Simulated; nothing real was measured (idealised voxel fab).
Proc. module: voxel released beams
Shown is cross-section cut, with a width of 165 nm and square cells of size 5 nm.
Format of a cross-section: grid, square cells. Given as bands. Order: top down. Band: one or more rows of cells. For a band, the entry starts with two heights in nm, that of the top and then that of the bottom, and carries on with the band's materials in order from left to right, each alongside its width in nm; the word "edge to edge" beside a single material means it fills the band edge to edge, and "empty" means empty space. A quick word on heights: they are counted from 0, and under that level the wafer as it came to us is one material throughout. The lowest band is different from the rest in having no bottom; it simply continues downward, written as in "0..down". Read "30 to 40" as a graded width: first number on top, second number at the bottom, same change between each pair of neighbouring rows. No cell of the cross-section changed in a step that is given as "nothing was modified". If an empty space has no open way to the top and is at least 8 cells in size, "Encapsulated voids" lists it, written width x height at distance, where distance is measured from the left edge and every value is in nm. Step line, after settings: the simulator's comment on this step. overlay nm: mask offset rightward from planned place, masked step; negative means leftward offset.
### The following list gives the planned process steps
1 RECEIVE, material Si
2 CONFORMAL_DEP, material SiN, thk nm 5
3 DIRECTIONAL_DEP, material SiO2, thk nm 20
4 DIRECTIONAL_DEP, material aC, thk nm 15
5 PATTERN, tone open, mask id ANCHOR, material resist, width nm 30, thk nm 30, overlay nm 0
6 DIRECTIONAL_ETCH, etch materials aC, depth nm 15
7 STRIP, etch materials resist
8 DIRECTIONAL_ETCH, etch materials SiO2, depth nm 20
9 STRIP, etch materials aC
10 CONFORMAL_DEP, material polySi, thk nm 10
11 PATTERN, tone cover, mask id BEAM, material resist, width nm 75, thk nm 15, overlay nm 0
12 DIRECTIONAL_ETCH, etch materials polySi, depth nm 10
13 STRIP, etch materials resist
14 STRIP, etch materials SiO2
### Cross-section of the wafer at receipt, which is the condition after step 1
0..down = Si edge to edge
Encapsulated voids: none
### Cross-section: first of two wafers, module finished, run according to plan
35..25 = empty=40; polySi=15; empty=10; polySi=50; empty=50
25..15 = empty=45; polySi=10; empty=10; polySi=10; empty=90
15..5 = empty=45; polySi=30; empty=90
5..0 = SiN edge to edge
0..down = Si edge to edge
Encapsulated voids: none
### Same start, same plan as the first wafer - but one mistake in the run. Cross-section of the second of the two at the end of the module
30..20 = empty=40; polySi=15; empty=10; polySi=50; empty=50
20..10 = empty=45; polySi=10; empty=10; polySi=10; empty=90
10..0 = empty=45; polySi=30; empty=90
0..down = Si edge to edge
Encapsulated voids: none
Want to know what went wrong? step 2 of the plan never got run, it was skipped over
The closing comparison, in cells, has the second wafer with more or fewer of some materials than the first: SiN: 33 fewer
